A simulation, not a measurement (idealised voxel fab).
process module | voxel capacitor over wiring
cross-section cut | 205 nm wide | cells 5 nm
A cross-section is a grid of square cells, given in bands from the top down. A band is one or more rows of cells.
Each band's line starts with the height of the band's top and of its bottom, in nm. Then come its materials from left to right, each with its width in nm. One material with "throughout" fills the band from edge to edge. "air" is empty space.
Height 0 is the level under which the wafer as received is all one material. The lowest band goes on downwards, as in "0 down".
A width such as "30 to 40" changes by the same amount from each row of cells to the next, from the band's top row to its bottom row.
"no change" after a step means that no cell of the cross-section changed.
closed voids: empty space of 8 cells or more with no open way to the top, each as width x height at its distance from the left edge, in nm
after a step's settings: what the simulator itself notes on the step
overlay nm, on a step with a mask: how far to the right of its planned place the mask lay; to the left if negative
plan
1 op RECEIVE | material Si
2 op CONFORMAL_DEP | material SiO2 | thk nm 15
3 op DIRECTIONAL_DEP | material TiN | thk nm 5
4 op DIRECTIONAL_DEP | material Ru | thk nm 20
5 op PATTERN | tone cover | mask id METAL_1 | material resist | width nm 25 | pitch nm 90 | thk nm 20 | overlay nm 0
6 op DIRECTIONAL_ETCH | etch materials Ru | depth nm 20
7 op DIRECTIONAL_ETCH | etch materials TiN | depth nm 5
8 op STRIP | etch materials resist
9 op CONFORMAL_DEP | material SiCN | thk nm 5
10 op FILL_DEP | material lowk | thk nm 5
11 op CMP | height nm 40
12 op CONFORMAL_DEP | material SiCN | thk nm 5
13 op DIRECTIONAL_DEP | material SiO2 | thk nm 10
14 op PATTERN | tone open | mask id PLUG_1 | material resist | width nm 15 | thk nm 20 | overlay nm 0
15 op DIRECTIONAL_ETCH | etch materials SiO2 | depth nm 10
16 op DIRECTIONAL_ETCH | etch materials SiCN | depth nm 5
17 op STRIP | etch materials resist
18 op EPI | material Ru | thk nm 10
19 op EPI | material Ru | thk nm 5
20 op DIRECTIONAL_DEP | material TiN | thk nm 10
21 op DIRECTIONAL_DEP | material Al2O3 | thk nm 5
22 op DIRECTIONAL_DEP | material TiN | thk nm 10
23 op PATTERN | tone cover | mask id UPPER_PLATE | material resist | width nm 70 | thk nm 15 | overlay nm 0
24 op DIRECTIONAL_ETCH | etch materials TiN | depth nm 10
25 op DIRECTIONAL_ETCH | etch materials Al2O3 | depth nm 5
26 op STRIP | etch materials resist
27 op PATTERN | tone cover | mask id LOWER_PLATE | material resist | width nm 80 | thk nm 20 | overlay nm 0
28 op DIRECTIONAL_ETCH | etch materials TiN | depth nm 10
29 op STRIP | etch materials resist
30 op FILL_DEP | material SiO2 | thk nm 20
31 op CMP | height nm 95
32 op DIRECTIONAL_DEP | material aC | thk nm 15
33 op PATTERN | tone open | mask id PLUG_2 | material resist | width nm 15 | thk nm 30 | overlay nm 0
34 op DIRECTIONAL_ETCH | etch materials aC | depth nm 15
35 op STRIP | etch materials resist
36 op DIRECTIONAL_ETCH | etch materials SiO2 | depth nm 15
37 op STRIP | etch materials aC
38 op CONFORMAL_DEP | material TiN | thk nm 5
39 op FILL_DEP | material W | thk nm 10
40 op CMP | height nm 95
41 op CONFORMAL_DEP | material SiCN | thk nm 5
as received, after step 1
  0 down: Si throughout
  closed voids: none
first wafer at the end, as planned
  100 to 95: SiCN throughout
  95 to 85: SiO2 65 | TiN 5 | W 5 | TiN 5 | SiO2 125
  85 to 80: SiO2 65 | TiN 15 | SiO2 125
  80 to 70: SiO2 55 | TiN 70 | SiO2 80
  70 to 65: SiO2 55 | Al2O3 70 | SiO2 80
  65 to 55: SiO2 50 | TiN 80 | SiO2 75
  55 to 45: SiO2 55 | Ru 15 | SiO2 135
  45 to 40: SiCN 55 | Ru 15 | SiCN 135
  40 to 20: lowk 40 | SiCN 5 | Ru 25 | SiCN 5 | lowk 55 | SiCN 5 | Ru 25 | SiCN 5 | lowk 40
  20 to 15: SiCN 45 | TiN 25 | SiCN 65 | TiN 25 | SiCN 45
  15 to 0: SiO2 throughout
  0 down: Si throughout
  closed voids: none
second wafer at the end: like start, like plan, one mistake
  100 to 95: SiCN throughout
  95 to 85: SiO2 65 | TiN 5 | W 5 | TiN 5 | SiO2 125
  85 to 80: SiO2 65 | TiN 15 | SiO2 125
  80 to 70: SiO2 70 | TiN 55 | SiO2 80
  70 to 65: SiO2 55 | TiN 15 | Al2O3 55 | SiO2 80
  65 to 60: SiO2 50 | TiN 80 | SiO2 75
  60 to 55: SiO2 50 | TiN 5 | Al2O3 15 | TiN 60 | SiO2 75
  55 to 45: SiO2 55 | TiN 15 | SiO2 135
  45 to 40: SiCN 55 | Ru 15 | SiCN 135
  40 to 20: lowk 40 | SiCN 5 | Ru 25 | SiCN 5 | lowk 55 | SiCN 5 | Ru 25 | SiCN 5 | lowk 40
  20 to 15: SiCN 45 | TiN 25 | SiCN 65 | TiN 25 | SiCN 45
  15 to 0: SiO2 throughout
  0 down: Si throughout
  closed voids: none
what went wrong: step 18 was left out
at the end the second wafer has, in cells: 6 fewer of Ru | 6 more of SiO2
